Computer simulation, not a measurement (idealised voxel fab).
Presented below is a process module, voxel ribs on slabs.
FYI the section here is cut, 250 nm wide, cells are 5 nm squares.
This document writes a cross-section as a grid whose cells are square, and gives it as bands, listed from the top down; one or more rows of cells form a band. First you get the band's top height and its bottom height, in nm, and then the materials it's made of, left to right, with each width in nm. If you see a single material with "everywhere", that one covers the band edge to edge. "blank" is empty space. For the purposes of this specification, 0 denotes the height below which the wafer in its as-received condition is composed wholly of one material, and the lowermost band, lacking a lower limit, extends downward without end, as expressed in "0 and below". The two numbers in a width such as "30..40" mark its ends across the band: the first belongs to the top row of cells, the second to the bottom row, and from each row to the next the width moves by the same amount. Where the words "no alteration" appear for a step, the cross-section shows no cell changed by that step; every cell remained as before. For the entry "Sealed cavities", the listed items are empty spaces with no open way to the top whose size is 8 cells or more; each item follows the pattern width x height at distance, where distance is from the left edge and all three are in nm. The remark found on a step's line after its settings is issued by the simulator itself and pertains to that step. "overlay nm" on a masked step: distance the mask lay right of its planned place, negative for left.

### The planned process steps are enumerated hereunder
- 1: RECEIVE (material Si)
- 2: DIRECTIONAL_DEP (material SiO2; thk nm 20)
- 3: DIRECTIONAL_DEP (material polySi; thk nm 25)
- 4: MASKED_ETCH (tone cover; mask id RIB; width nm 20; etch materials polySi; depth nm 10; overlay nm 0)
- 5: PATTERN (tone cover; mask id SLAB; material resist; width nm 70; thk nm 15; overlay nm 0)
- 6: DIRECTIONAL_ETCH (etch materials polySi; depth nm 15)
- 7: STRIP (etch materials resist)
- 8: FILL_DEP (material SiO2; thk nm 20)
- 9: CMP (height nm 55)
- 10: DIRECTIONAL_DEP (material W; thk nm 5)
- 11: DIRECTIONAL_DEP (material aC; thk nm 10)
- 12: PATTERN (tone cover; mask id HEATER; material resist; width nm 30; thk nm 25; overlay nm 0)
- 13: DIRECTIONAL_ETCH (etch materials aC; depth nm 10)
- 14: STRIP (etch materials resist)
- 15: DIRECTIONAL_ETCH (etch materials W; depth nm 5)
- 16: STRIP (etch materials aC)
- 17: CONFORMAL_DEP (material SiN; thk nm 5)

### So this is the incoming wafer in cross-section - it's already been through step 1
* 0 and below | Si everywhere
* Sealed cavities: none

### The plan above was carried out on the starting structure above with one mistake, and this cross-section shows the wafer at the end of the module
* 65 down to 60 | blank 105 nm, then SiN 40 nm, then blank 105 nm
* 60 down to 55 | SiN 110 nm, then W 30 nm, then SiN 110 nm
* 55 down to 45 | SiO2 everywhere
* 45 down to 35 | SiO2 110 nm, then polySi 30 nm, then SiO2 110 nm
* 35 down to 20 | SiO2 90 nm, then polySi 70 nm, then SiO2 90 nm
* 20 down to 0 | SiO2 everywhere
* 0 and below | Si everywhere
* Sealed cavities: none
So what did we get wrong on this run? rather than as planned, step 4 actually ran as MASKED_ETCH (tone cover; mask id RIB; width nm 30; etch materials polySi; depth nm 10; overlay nm 0)
